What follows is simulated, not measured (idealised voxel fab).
Process module in this document: voxel air gaps
Pictured: cross-section cut, 295 nm wide, on a grid of 5 nm square cells.
Think of the cross-section as a grid of square cells. We describe it in bands, top to bottom, and each band covers one or more rows of those cells.
Read a band's entry like this: the first values are the height of its top and the height of its bottom in nm, and what follows is the sequence of materials from left to right, each with its width in nm. Note that "air" is empty space, and that a single material marked "everywhere" reaches across the band from edge to edge.
For the purposes of this specification, 0 denotes the height below which the wafer in its as-received condition is composed wholly of one material, and the lowermost band, lacking a lower limit, extends downward without end, as expressed in "0 and below".
Graded width ("30 to 40"): value in top row of band = first number; value in bottom row = second number; row-to-row change constant.
"no modifications" means the step left every cell of the cross-section as it was.
Heads up: "Trapped voids" only lists the empty pockets with no open path to the top that are 8 cells or more, and it writes them as width x height at distance, distance from the left edge, in nm.
after a step's settings: what the simulator itself notes on the step
If you see "overlay nm" on a step's line and that step has a mask, it's telling you how far right of where it was planned the mask ended up; a negative number means it went left instead.
Note on reading: below, each pair holds a cross-section from before one process step and one from after it; the one from after shows only down to the lowest band that changed. Beneath the pair, the step in between is stated along with its settings. The pairs can stem from different runs of this module on the same starting wafer. Where a pair's entry headed "State before step" says so, and only there, that pair continues from the pair above it.
# State before step
    65 down to 60: 90 TiN | 5 air | 40 TiN | 5 air | 40 TiN | 5 air | 110 TiN
    60 down to 25: 85 SiO2 | 5 TiN | 5 air | 5 TiN | 30 SiO2 | 5 TiN | 5 air | 5 TiN | 30 SiO2 | 5 TiN | 5 air | 5 TiN | 105 SiO2
    25 down to 20: 85 SiO2 | 15 TiN | 30 SiO2 | 15 TiN | 30 SiO2 | 15 TiN | 105 SiO2
    20 down to 15: SiCN everywhere
    15 down to 0: SiO2 everywhere
    0 and below: Si everywhere
    Trapped voids: none
# Sectional Result
    70 down to 65: W everywhere
    65 down to 60: 90 TiN | 5 W | 40 TiN | 5 W | 40 TiN | 5 W | 110 TiN
    60 down to 25: 85 SiO2 | 5 TiN | 5 W | 5 TiN | 30 SiO2 | 5 TiN | 5 W | 5 TiN | 30 SiO2 | 5 TiN | 5 W | 5 TiN | 105 SiO2
    For the remainder of the cross-section, below 25, there is no change.
    Trapped voids: none
Before/after cross-sections above; step in between: FILL_DEP with material W, thk nm 5
State before step: Reference is made to the cross-section shown after the step in the pair directly above, which represents the state prior to this step.
# Sectional Result
    60 down to 25: 85 SiO2 | 5 TiN | 5 W | 5 TiN | 30 SiO2 | 5 TiN | 5 W | 5 TiN | 30 SiO2 | 5 TiN | 5 W | 5 TiN | 105 SiO2
    For the remainder of the cross-section, below 25, there is no change.
    Trapped voids: none
Before/after cross-sections above; step in between: CMP with height nm 60
State before step: Reference is made to the cross-section shown after the step in the pair directly above, which represents the state prior to this step.
# Sectional Result
    70 down to 60: 75 air | 35 Ru | 10 air | 35 Ru | 10 air | 35 Ru | 95 air
    For the remainder of the cross-section, below 60, there is no change.
    Trapped voids: none
Before/after cross-sections above; step in between: EPI with material Ru, thk nm 10
State before step: Reference is made to the cross-section shown after the step in the pair directly above, which represents the state prior to this step.
# Sectional Result
    70 down to 60: 75 air | 35 Ru | 10 air | 35 Ru | 10 air | 35 Ru | 95 air
    60 down to 25: 85 air | 5 TiN | 5 W | 5 TiN | 30 air | 5 TiN | 5 W | 5 TiN | 30 air | 5 TiN | 5 W | 5 TiN | 105 air
    25 down to 20: 85 air | 15 TiN | 30 air | 15 TiN | 30 air | 15 TiN | 105 air
    For the remainder of the cross-section, below 20, there is no change.
    Trapped voids: none
Before/after cross-sections above; step in between: SELECTIVE_ETCH with etch materials SiO2, depth nm 50
State before step: Reference is made to the cross-section shown after the step in the pair directly above, which represents the state prior to this step.
# Sectional Result
    75 down to 70: 70 air | 135 SiCN | 90 air
    70 down to 60: 70 air | 5 SiCN | 35 Ru | 10 SiCN | 35 Ru | 10 SiCN | 35 Ru | 5 SiCN | 90 air
    60 down to 55: 70 air | 15 SiCN | 5 TiN | 5 W | 5 TiN | 30 SiCN | 5 TiN | 5 W | 5 TiN | 30 SiCN | 5 TiN | 5 W | 5 TiN | 15 SiCN | 90 air
    55 down to 25: 80 air | 5 SiCN | 5 TiN | 5 W | 5 TiN | 5 SiCN | 20 air | 5 SiCN | 5 TiN | 5 W | 5 TiN | 5 SiCN | 20 air | 5 SiCN | 5 TiN | 5 W | 5 TiN | 5 SiCN | 100 air
    25 down to 20: 85 SiCN | 15 TiN | 30 SiCN | 15 TiN | 30 SiCN | 15 TiN | 105 SiCN
    For the remainder of the cross-section, below 20, there is no change.
    Trapped voids: 20 x 30 at 105; 20 x 30 at 150
Before/after cross-sections above; step in between: CONFORMAL_DEP with material SiCN, thk nm 5
# State before step
    65 down to 60: 100 TiN | 5 air | 40 TiN | 5 air | 40 TiN | 5 air | 100 TiN
    60 down to 25: 95 SiO2 | 5 TiN | 5 air | 5 TiN | 30 SiO2 | 5 TiN | 5 air | 5 TiN | 30 SiO2 | 5 TiN | 5 air | 5 TiN | 95 SiO2
    25 down to 20: 95 SiO2 | 15 TiN | 30 SiO2 | 15 TiN | 30 SiO2 | 15 TiN | 95 SiO2
    20 down to 15: SiCN everywhere
    15 down to 0: SiO2 everywhere
    0 and below: Si everywhere
    Trapped voids: none
# Sectional Result
    70 down to 65: aC everywhere
    65 down to 60: 100 TiN | 5 aC | 40 TiN | 5 aC | 40 TiN | 5 aC | 100 TiN
    60 down to 25: 95 SiO2 | 5 TiN | 5 aC | 5 TiN | 30 SiO2 | 5 TiN | 5 aC | 5 TiN | 30 SiO2 | 5 TiN | 5 aC | 5 TiN | 95 SiO2
    For the remainder of the cross-section, below 25, there is no change.
    Trapped voids: none
Before/after cross-sections above; step in between: FILL_DEP with material aC, thk nm 5
State before step: Reference is made to the cross-section shown after the step in the pair directly above, which represents the state prior to this step.
# Sectional Result
    60 down to 25: 95 SiO2 | 5 TiN | 5 aC | 5 TiN | 30 SiO2 | 5 TiN | 5 aC | 5 TiN | 30 SiO2 | 5 TiN | 5 aC | 5 TiN | 95 SiO2
    For the remainder of the cross-section, below 25, there is no change.
    Trapped voids: none
Before/after cross-sections above; step in between: CMP with height nm 60
State before step: Reference is made to the cross-section shown after the step in the pair directly above, which represents the state prior to this step.
# Sectional Result
    70 down to 60: 85 air | 35 Ru | 10 air | 35 Ru | 10 air | 35 Ru | 85 air
    For the remainder of the cross-section, below 60, there is no change.
    Trapped voids: none
Before/after cross-sections above; step in between: EPI with material Ru, thk nm 10
State before step: Reference is made to the cross-section shown after the step in the pair directly above, which represents the state prior to this step.
# Sectional Result
    70 down to 60: 85 air | 35 Ru | 10 air | 35 Ru | 10 air | 35 Ru | 85 air
    60 down to 25: 95 air | 5 TiN | 5 aC | 5 TiN | 30 air | 5 TiN | 5 aC | 5 TiN | 30 air | 5 TiN | 5 aC | 5 TiN | 95 air
    25 down to 20: 95 air | 15 TiN | 30 air | 15 TiN | 30 air | 15 TiN | 95 air
    For the remainder of the cross-section, below 20, there is no change.
    Trapped voids: none
Before/after cross-sections above; step in between: SELECTIVE_ETCH with etch materials SiO2, depth nm 50
State before step: Reference is made to the cross-section shown after the step in the pair directly above, which represents the state prior to this step.
# Sectional Result
    75 down to 70: 80 air | 135 SiCN | 80 air
    70 down to 60: 80 air | 5 SiCN | 35 Ru | 10 SiCN | 35 Ru | 10 SiCN | 35 Ru | 5 SiCN | 80 air
    60 down to 55: 80 air | 15 SiCN | 5 TiN | 5 aC | 5 TiN | 30 SiCN | 5 TiN | 5 aC | 5 TiN | 30 SiCN | 5 TiN | 5 aC | 5 TiN | 15 SiCN | 80 air
    55 down to 25: 90 air | 5 SiCN | 5 TiN | 5 aC | 5 TiN | 5 SiCN | 20 air | 5 SiCN | 5 TiN | 5 aC | 5 TiN | 5 SiCN | 20 air | 5 SiCN | 5 TiN | 5 aC | 5 TiN | 5 SiCN | 90 air
    25 down to 20: 95 SiCN | 15 TiN | 30 SiCN | 15 TiN | 30 SiCN | 15 TiN | 95 SiCN
    For the remainder of the cross-section, below 20, there is no change.
    Trapped voids: 20 x 30 at 115; 20 x 30 at 160
Before/after cross-sections above; step in between: CONFORMAL_DEP with material SiCN, thk nm 5
# State before step
    70 down to 60: aC everywhere
    60 down to 20: SiO2 everywhere
    20 down to 15: SiCN everywhere
    15 down to 0: SiO2 everywhere
    0 and below: Si everywhere
    Trapped voids: none
# Sectional Result
    100 down to 70: 95 air | 15 resist | 30 air | 15 resist | 30 air | 15 resist | 95 air
    For the remainder of the cross-section, below 70, there is no change.
    Trapped voids: none
Before/after cross-sections above; step in between: PATTERN with tone cover, mask id LINES, material resist, width nm 15, pitch nm 45, thk nm 30, overlay nm 0
State before step: Reference is made to the cross-section shown after the step in the pair directly above, which represents the state prior to this step.
# Sectional Result
    90 down to 70: 95 air | 15 resist | 30 air | 15 resist | 30 air | 15 resist | 95 air
    70 down to 60: 95 air | 15 aC | 30 air | 15 aC | 30 air | 15 aC | 95 air
    For the remainder of the cross-section, below 60, there is no change.
    Trapped voids: none
Before/after cross-sections above; step in between: DIRECTIONAL_ETCH with etch materials aC, depth nm 10
State before step: Reference is made to the cross-section shown after the step in the pair directly above, which represents the state prior to this step.
# Sectional Result
    70 down to 60: 95 air | 15 aC | 30 air | 15 aC | 30 air | 15 aC | 95 air
    For the remainder of the cross-section, below 60, there is no change.
    Trapped voids: none
Before/after cross-sections above; step in between: STRIP with etch materials resist
State before step: Reference is made to the cross-section shown after the step in the pair directly above, which represents the state prior to this step.
# Sectional Result
    70 down to 60: 95 air | 15 aC | 30 air | 15 aC | 30 air | 15 aC | 95 air
    60 down to 20: 95 air | 15 SiO2 | 30 air | 15 SiO2 | 30 air | 15 SiO2 | 95 air
    For the remainder of the cross-section, below 20, there is no change.
    Trapped voids: none
Before/after cross-sections above; step in between: DIRECTIONAL_ETCH with etch materials SiO2, depth nm 40
State before step: Reference is made to the cross-section shown after the step in the pair directly above, which represents the state prior to this step.
# Sectional Result
    60 down to 20: 95 air | 15 SiO2 | 30 air | 15 SiO2 | 30 air | 15 SiO2 | 95 air
    For the remainder of the cross-section, below 20, there is no change.
    Trapped voids: none
Before/after cross-sections above; step in between: STRIP with etch materials aC
State before step: Reference is made to the cross-section shown after the step in the pair directly above, which represents the state prior to this step.
# Sectional Result
    65 down to 60: 90 air | 25 TiN | 20 air | 25 TiN | 20 air | 25 TiN | 90 air
    60 down to 25: 90 air | 5 TiN | 15 SiO2 | 5 TiN | 20 air | 5 TiN | 15 SiO2 | 5 TiN | 20 air | 5 TiN | 15 SiO2 | 5 TiN | 90 air
    25 down to 20: 95 TiN | 15 SiO2 | 30 TiN | 15 SiO2 | 30 TiN | 15 SiO2 | 95 TiN
    For the remainder of the cross-section, below 20, there is no change.
    Trapped voids: none
Before/after cross-sections above; step in between: CONFORMAL_DEP with material TiN, thk nm 5
State before step: Reference is made to the cross-section shown after the step in the pair directly above, which represents the state prior to this step.
# Sectional Result
    70 down to 65: W everywhere
    65 down to 60: 90 W | 25 TiN | 20 W | 25 TiN | 20 W | 25 TiN | 90 W
    60 down to 25: 90 W | 5 TiN | 15 SiO2 | 5 TiN | 20 W | 5 TiN | 15 SiO2 | 5 TiN | 20 W | 5 TiN | 15 SiO2 | 5 TiN | 90 W
    For the remainder of the cross-section, below 25, there is no change.
    Trapped voids: none
Before/after cross-sections above; step in between: FILL_DEP with material W, thk nm 5
State before step: Reference is made to the cross-section shown after the step in the pair directly above, which represents the state prior to this step.
# Sectional Result
    60 down to 25: 90 W | 5 TiN | 15 SiO2 | 5 TiN | 20 W | 5 TiN | 15 SiO2 | 5 TiN | 20 W | 5 TiN | 15 SiO2 | 5 TiN | 90 W
    For the remainder of the cross-section, below 25, there is no change.
    Trapped voids: none
Before/after cross-sections above; step in between: CMP with height nm 60
State before step: Reference is made to the cross-section shown after the step in the pair directly above, which represents the state prior to this step.
# Sectional Result
    70 down to 60: Ru everywhere
    For the remainder of the cross-section, below 60, there is no change.
    Trapped voids: none
Before/after cross-sections above; step in between: EPI with material Ru, thk nm 10
State before step: Reference is made to the cross-section shown after the step in the pair directly above, which represents the state prior to this step.
# Sectional Result
    75 down to 70: SiCN everywhere
    For the remainder of the cross-section, below 70, there is no change.
    Trapped voids: none
Before/after cross-sections above; step in between: CONFORMAL_DEP with material SiCN, thk nm 5
